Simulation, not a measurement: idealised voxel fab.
process module | voxel quadruple lines
cross-section cut | 270 nm wide | cells 5 nm
A cross-section is a grid of square cells, given in bands from the top down. A band is one or more rows of cells.
Each band's line starts with the height of the band's top and of its bottom, in nm. Then come its materials from left to right, each with its width in nm. One material with "throughout" fills the band from edge to edge. "air" is empty space.
Height 0 is the level under which the wafer as received is all one material. The lowest band goes on downwards, as in "0 down".
A width such as "30 to 40" changes by the same amount from each row of cells to the next, from the band's top row to its bottom row.
"no change" after a step means that no cell of the cross-section changed.
closed voids: empty space of 8 cells or more with no open way to the top, each as width x height at its distance from the left edge, in nm
after a step's settings: what the simulator itself notes on the step
overlay nm, on a step with a mask: how far to the right of its planned place the mask lay; to the left if negative
plan
1 op RECEIVE | material Si
2 op CONFORMAL_DEP | material Al2O3 | thk nm 10
3 op DIRECTIONAL_DEP | material TiN | thk nm 10
4 op DIRECTIONAL_DEP | material polySi | thk nm 15
5 op DIRECTIONAL_DEP | material aC | thk nm 25
6 op PATTERN | tone cover | mask id MANDREL | material resist | width nm 20 | pitch nm 60 | thk nm 30 | overlay nm 0
7 op DIRECTIONAL_ETCH | etch materials aC | depth nm 25
8 op STRIP | etch materials resist
9 op CONFORMAL_DEP | material SiO2 | thk nm 10
10 op DIRECTIONAL_ETCH | etch materials SiO2 | depth nm 10
11 op STRIP | etch materials aC
12 op DIRECTIONAL_ETCH | etch materials polySi | depth nm 15
13 op STRIP | etch materials SiO2
14 op CONFORMAL_DEP | material SiCN | thk nm 5
15 op DIRECTIONAL_ETCH | etch materials SiCN | depth nm 5
16 op STRIP | etch materials polySi
17 op DIRECTIONAL_ETCH | etch materials TiN | depth nm 10
18 op STRIP | etch materials SiCN
first wafer, as planned
as received, after step 1
  0 down: Si throughout
  closed voids: none
after step 2
  10 to 0: Al2O3 throughout
  below 0: unchanged
after step 3
  20 to 10: TiN throughout
  below 10: unchanged
after step 4
  35 to 20: polySi throughout
  below 20: unchanged
after step 5
  60 to 35: aC throughout
  below 35: unchanged
after step 6
  90 to 60: air 95 | resist 20 | air 40 | resist 20 | air 95
  below 60: unchanged
after step 7
  65 to 60: air 95 | resist 20 | air 40 | resist 20 | air 95
  60 to 35: air 95 | aC 20 | air 40 | aC 20 | air 95
  below 35: unchanged
after step 8
  60 to 35: air 95 | aC 20 | air 40 | aC 20 | air 95
  below 35: unchanged
after step 9
  70 to 60: air 85 | SiO2 40 | air 20 | SiO2 40 | air 85
  60 to 45: air 85 | SiO2 10 | aC 20 | SiO2 10 | air 20 | SiO2 10 | aC 20 | SiO2 10 | air 85
  45 to 35: SiO2 95 | aC 20 | SiO2 40 | aC 20 | SiO2 95
  below 35: unchanged
after step 10
  60 to 35: air 85 | SiO2 10 | aC 20 | SiO2 10 | air 20 | SiO2 10 | aC 20 | SiO2 10 | air 85
  below 35: unchanged
after step 11
  60 to 35: air 85 | SiO2 10 | air 20 | SiO2 10 | air 20 | SiO2 10 | air 20 | SiO2 10 | air 85
  below 35: unchanged
after step 12
  60 to 35: air 85 | SiO2 10 | air 20 | SiO2 10 | air 20 | SiO2 10 | air 20 | SiO2 10 | air 85
  35 to 20: air 85 | polySi 10 | air 20 | polySi 10 | air 20 | polySi 10 | air 20 | polySi 10 | air 85
  below 20: unchanged
after step 13
  35 to 20: air 85 | polySi 10 | air 20 | polySi 10 | air 20 | polySi 10 | air 20 | polySi 10 | air 85
  below 20: unchanged
after step 14
  40 to 35: air 80 | SiCN 20 | air 10 | SiCN 20 | air 10 | SiCN 20 | air 10 | SiCN 20 | air 80
  35 to 25: air 80 | SiCN 5 | polySi 10 | SiCN 5 | air 10 | SiCN 5 | polySi 10 | SiCN 5 | air 10 | SiCN 5 | polySi 10 | SiCN 5 | air 10 | SiCN 5 | polySi 10 | SiCN 5 | air 80
  25 to 20: SiCN 85 | polySi 10 | SiCN 20 | polySi 10 | SiCN 20 | polySi 10 | SiCN 20 | polySi 10 | SiCN 85
  below 20: unchanged
after step 15
  35 to 20: air 80 | SiCN 5 | polySi 10 | SiCN 5 | air 10 | SiCN 5 | polySi 10 | SiCN 5 | air 10 | SiCN 5 | polySi 10 | SiCN 5 | air 10 | SiCN 5 | polySi 10 | SiCN 5 | air 80
  below 20: unchanged
after step 16
  35 to 20: air 80 | SiCN 5 | air 10 | SiCN 5 | air 10 | SiCN 5 | air 10 | SiCN 5 | air 10 | SiCN 5 | air 10 | SiCN 5 | air 10 | SiCN 5 | air 10 | SiCN 5 | air 80
  below 20: unchanged
after step 17
  35 to 20: air 80 | SiCN 5 | air 10 | SiCN 5 | air 10 | SiCN 5 | air 10 | SiCN 5 | air 10 | SiCN 5 | air 10 | SiCN 5 | air 10 | SiCN 5 | air 10 | SiCN 5 | air 80
  20 to 10: air 80 | TiN 5 | air 10 | TiN 5 | air 10 | TiN 5 | air 10 | TiN 5 | air 10 | TiN 5 | air 10 | TiN 5 | air 10 | TiN 5 | air 10 | TiN 5 | air 80
  below 10: unchanged
after step 18
  20 to 10: air 80 | TiN 5 | air 10 | TiN 5 | air 10 | TiN 5 | air 10 | TiN 5 | air 10 | TiN 5 | air 10 | TiN 5 | air 10 | TiN 5 | air 10 | TiN 5 | air 80
  below 10: unchanged
second wafer: like start, like plan, one mistake. Through step 13 it matches the first wafer
when step 14 should have ended
  40 to 35: air 80 | TiN 20 | air 10 | TiN 20 | air 10 | TiN 20 | air 10 | TiN 20 | air 80
  35 to 25: air 80 | TiN 5 | polySi 10 | TiN 5 | air 10 | TiN 5 | polySi 10 | TiN 5 | air 10 | TiN 5 | polySi 10 | TiN 5 | air 10 | TiN 5 | polySi 10 | TiN 5 | air 80
  25 to 20: TiN 85 | polySi 10 | TiN 20 | polySi 10 | TiN 20 | polySi 10 | TiN 20 | polySi 10 | TiN 85
  below 20: unchanged
when step 15 should have ended: no change
when step 16 should have ended: no change
when step 17 should have ended
  35 to 30: air 85 | polySi 10 | air 20 | polySi 10 | air 20 | polySi 10 | air 20 | polySi 10 | air 85
  30 to 20: air 80 | TiN 5 | polySi 10 | TiN 5 | air 10 | TiN 5 | polySi 10 | TiN 5 | air 10 | TiN 5 | polySi 10 | TiN 5 | air 10 | TiN 5 | polySi 10 | TiN 5 | air 80
  20 to 15: air 80 | TiN 20 | air 10 | TiN 20 | air 10 | TiN 20 | air 10 | TiN 20 | air 80
  below 15: unchanged
when step 18 should have ended: no change
what went wrong: step 14 ran as: op CONFORMAL_DEP | material TiN | thk nm 5
at the end the second wafer has, in cells: 70 more of TiN | 24 more of polySi
